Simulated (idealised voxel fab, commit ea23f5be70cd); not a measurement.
Proc. module: voxel transistor to metal
This is section cut - it's 180 nm across, gridded in 5 nm square cells.
This document writes a cross-section as a grid whose cells are square, and gives it as bands, listed from the top down; one or more rows of cells form a band. Top, bottom (nm), then materials left to right with widths (nm); lone material tagged "full width" fills the whole band edge to edge; "air" = empty space. Height is counted from the level 0, under which the received wafer is composed throughout of one material. The lowest of the bands is not closed at the bottom but continues downward, in the notation "0 and below". A width given as "30..40" starts at the first number in the band's top row and ends at the second number in its bottom row, shifting by an equal amount at every step from row to row. It should be understood that the words "left unchanged", when stated for a given step, signify that the cross-section underwent no change in any of its cells during that step. In the "Closed void listing" entry, you get each enclosed empty space of 8 cells or more, one with no open way to the top, written width x height at distance, distance from the left edge, in nm. after a step's settings: what the simulator itself notes on the step. overlay nm, on a step with a mask: how far to the right of its planned place the mask lay; to the left if negative.

Steps planned for the process:
- 1: RECEIVE (material Si)
- 2: CONFORMAL_DEP (material SiO2; thk nm 5)
- 3: CONFORMAL_DEP (material SiN; thk nm 10)
- 4: MASKED_ETCH (tone cover; mask id ACTIVE; width nm 115; etch materials SiN; depth nm 10; overlay nm 0)
- 5: MASKED_ETCH (tone cover; mask id ACTIVE; width nm 115; etch materials SiO2; depth nm 5; overlay nm 0)
- 6: MASKED_ETCH (tone cover; mask id ACTIVE; width nm 115; etch materials Si; depth nm 30; overlay nm 0)
- 7: OXIDIZE (depth nm 5)
- 8: FILL_DEP (material SiO2; thk nm 10)
- 9: CMP (height nm 15)
- 10: SELECTIVE_ETCH (etch materials SiO2; depth nm 5)
- 11: STRIP (etch materials SiN)
- 12: SELECTIVE_ETCH (etch materials SiO2; depth nm 5)
- 13: OXIDIZE (depth nm 5)
- 14: DIRECTIONAL_DEP (material polySi; thk nm 30)
- 15: DIRECTIONAL_DEP (material SiCN; thk nm 15)
- 16: MASKED_ETCH (tone cover; mask id GATE; width nm 25; etch materials SiCN; depth nm 25; overlay nm 0)
- 17: MASKED_ETCH (tone cover; mask id GATE; width nm 25; etch materials polySi; depth nm 40; overlay nm 0)
- 18: CONFORMAL_DEP (material SiO2; thk nm 5)
- 19: DIRECTIONAL_ETCH (etch materials SiO2; depth nm 5)
- 20: CONFORMAL_DEP (material SiN; thk nm 10)
- 21: DIRECTIONAL_ETCH (etch materials SiN; depth nm 10)
- 22: DIRECTIONAL_ETCH (etch materials SiO2; depth nm 5)
- 23: EPI (material SiGe; thk nm 5)
- 24: FILL_DEP (material SiO2; thk nm 5)
- 25: CMP (height nm 45)
- 26: DIRECTIONAL_DEP (material SiO2; thk nm 10)
- 27: PATTERN (tone open; mask id CONTACT; material resist; width nm 35; pitch nm 70; thk nm 15; overlay nm 0)
- 28: DIRECTIONAL_ETCH (etch materials SiO2; depth nm 55)
- 29: STRIP (etch materials resist)
- 30: CONFORMAL_DEP (material TiN; thk nm 5)
- 31: FILL_DEP (material Ru; thk nm 10)
- 32: CMP (height nm 55)
- 33: CONFORMAL_DEP (material SiCN; thk nm 5)
- 34: DIRECTIONAL_DEP (material SiO2; thk nm 25)
- 35: PATTERN (tone open; mask id METAL_1; material resist; width nm 20; pitch nm 85; thk nm 15; overlay nm 0)
- 36: DIRECTIONAL_ETCH (etch materials SiO2; depth nm 25)
- 37: DIRECTIONAL_ETCH (etch materials SiCN; depth nm 5)
- 38: STRIP (etch materials resist)
- 39: CONFORMAL_DEP (material TiN; thk nm 5)
- 40: FILL_DEP (material Ru; thk nm 5)
- 41: CMP (height nm 85)
- 42: CONFORMAL_DEP (material SiCN; thk nm 5)
- 43: DIRECTIONAL_DEP (material lowk; thk nm 30)
- 44: PATTERN (tone open; mask id METAL_2; material resist; width nm 20; pitch nm 85; thk nm 15; overlay nm 0)
- 45: DIRECTIONAL_ETCH (etch materials lowk; depth nm 15)
- 46: STRIP (etch materials resist)
- 47: DIRECTIONAL_DEP (material aC; thk nm 10)
- 48: PATTERN (tone open; mask id METAL_2_HOLES; material resist; width nm 15; pitch nm 85; thk nm 25; overlay nm 0)
- 49: DIRECTIONAL_ETCH (etch materials aC; depth nm 10)
- 50: STRIP (etch materials resist)
- 51: DIRECTIONAL_ETCH (etch materials lowk; depth nm 15)
- 52: DIRECTIONAL_ETCH (etch materials SiCN; depth nm 5)
- 53: STRIP (etch materials aC)
- 54: CONFORMAL_DEP (material TiN; thk nm 5)
- 55: FILL_DEP (material Ru; thk nm 5)
- 56: CMP (height nm 120)
- 57: CONFORMAL_DEP (material SiCN; thk nm 5)

Cross-section, incoming material, after step 1:
> 0 and below | Si full width
> Closed void listing: none

Cross-section taken at module completion on the first of two wafers; processed per the plan:
> 125 down to 120 | SiCN full width
> 120 down to 110 | lowk: 35; TiN: 5; Ru: 10; TiN: 5; lowk: 65; TiN: 5; Ru: 10; TiN: 5; lowk: 40
> 110 down to 105 | lowk: 35; TiN: 5; Ru: 5; TiN: 10; lowk: 65; TiN: 5; Ru: 5; TiN: 10; lowk: 40
> 105 down to 90 | lowk: 35; TiN: 5; Ru: 5; TiN: 5; lowk: 70; TiN: 5; Ru: 5; TiN: 5; lowk: 45
> 90 down to 85 | SiCN: 35; TiN: 15; SiCN: 70; TiN: 15; SiCN: 45
> 85 down to 60 | SiO2: 35; TiN: 5; Ru: 10; TiN: 5; SiO2: 65; TiN: 5; Ru: 10; TiN: 5; SiO2: 40
> 60 down to 55 | SiCN: 35; TiN: 20; SiCN: 65; TiN: 20; SiCN: 40
> 55 down to 45 | SiO2: 35; TiN: 5; Ru: 25..15; TiN: 5..15; SiO2: 35; TiN: 5..15; Ru: 25..15; TiN: 5; SiO2: 40
> 45 down to 30 | SiO2: 35; TiN: 5; Ru: 15; TiN: 5; SiN: 10; SiO2: 5; SiCN: 25; SiO2: 5; SiN: 10; TiN: 5; Ru: 15; TiN: 5; SiO2: 40
> 30 down to 10 | SiO2: 35; TiN: 5; Ru: 15; TiN: 5; SiN: 10; SiO2: 5; polySi: 25; SiO2: 5; SiN: 10; TiN: 5; Ru: 15; TiN: 5; SiO2: 40
> 10 down to 5 | SiO2: 35; TiN: 10; Ru: 10; TiN: 5; SiN: 10; SiO2: 5; polySi: 25; SiO2: 5; SiN: 10; TiN: 5; Ru: 10; TiN: 10; SiO2: 40
> 5 down to 0 | SiO2: 30; SiN: 10; TiN: 20; SiN: 10; SiO2: 5; polySi: 25; SiO2: 5; SiN: 10; TiN: 20; SiN: 10; SiO2: 35
> 0 down to -5 | SiO2: 40; SiGe: 20; SiO2: 55; SiGe: 20; SiO2: 45
> -5 down to -35 | SiO2: 35; Si: 105; SiO2: 40
> -35 and below | Si full width
> Closed void listing: none

Wafer two cross-section, module end. Start and plan unchanged from wafer one; one mistake made during the run:
> 125 down to 120 | SiCN full width
> 120 down to 110 | lowk: 35; TiN: 5; Ru: 10; TiN: 5; lowk: 65; TiN: 5; Ru: 10; TiN: 5; lowk: 40
> 110 down to 105 | lowk: 35; TiN: 5; Ru: 5; TiN: 10; lowk: 65; TiN: 5; Ru: 5; TiN: 10; lowk: 40
> 105 down to 90 | lowk: 35; TiN: 5; Ru: 5; TiN: 5; lowk: 70; TiN: 5; Ru: 5; TiN: 5; lowk: 45
> 90 down to 85 | SiCN: 35; TiN: 15; SiCN: 70; TiN: 15; SiCN: 45
> 85 down to 60 | SiO2: 35; TiN: 5; Ru: 10; TiN: 5; SiO2: 65; TiN: 5; Ru: 10; TiN: 5; SiO2: 40
> 60 down to 55 | SiCN: 35; TiN: 20; SiCN: 65; TiN: 20; SiCN: 40
> 55 down to 45 | SiO2: 35; TiN: 5; Ru: 25..20; TiN: 5..10; SiO2: 35; TiN: 5..10; Ru: 25..20; TiN: 5; SiO2: 40
> 45 down to 30 | SiO2: 35; TiN: 5; Ru: 20; TiN: 5; SiN: 10; SiCN: 25; SiN: 10; TiN: 5; Ru: 20; TiN: 5; SiO2: 40
> 30 down to 5 | SiO2: 35; TiN: 5; Ru: 20; TiN: 5; SiN: 10; polySi: 25; SiN: 10; TiN: 5; Ru: 20; TiN: 5; SiO2: 40
> 5 down to 0 | SiO2: 35; TiN: 30; SiN: 10; polySi: 25; SiN: 10; TiN: 30; SiO2: 40
> 0 down to -5 | SiO2: 25; SiN: 10; SiGe: 30; SiN: 10; SiO2: 25; SiN: 10; SiGe: 30; SiN: 10; SiO2: 30
> -5 down to -35 | SiO2: 35; Si: 105; SiO2: 40
> -35 and below | Si full width
> Closed void listing: none
Misprocessing identified: with respect to the plan, step 18 was omitted and not executed
In the final state, the cell counts of the second wafer exceed or fall short of those of the first for the following materials: Ru +20, SiGe +4, SiN +4, SiO2 -28
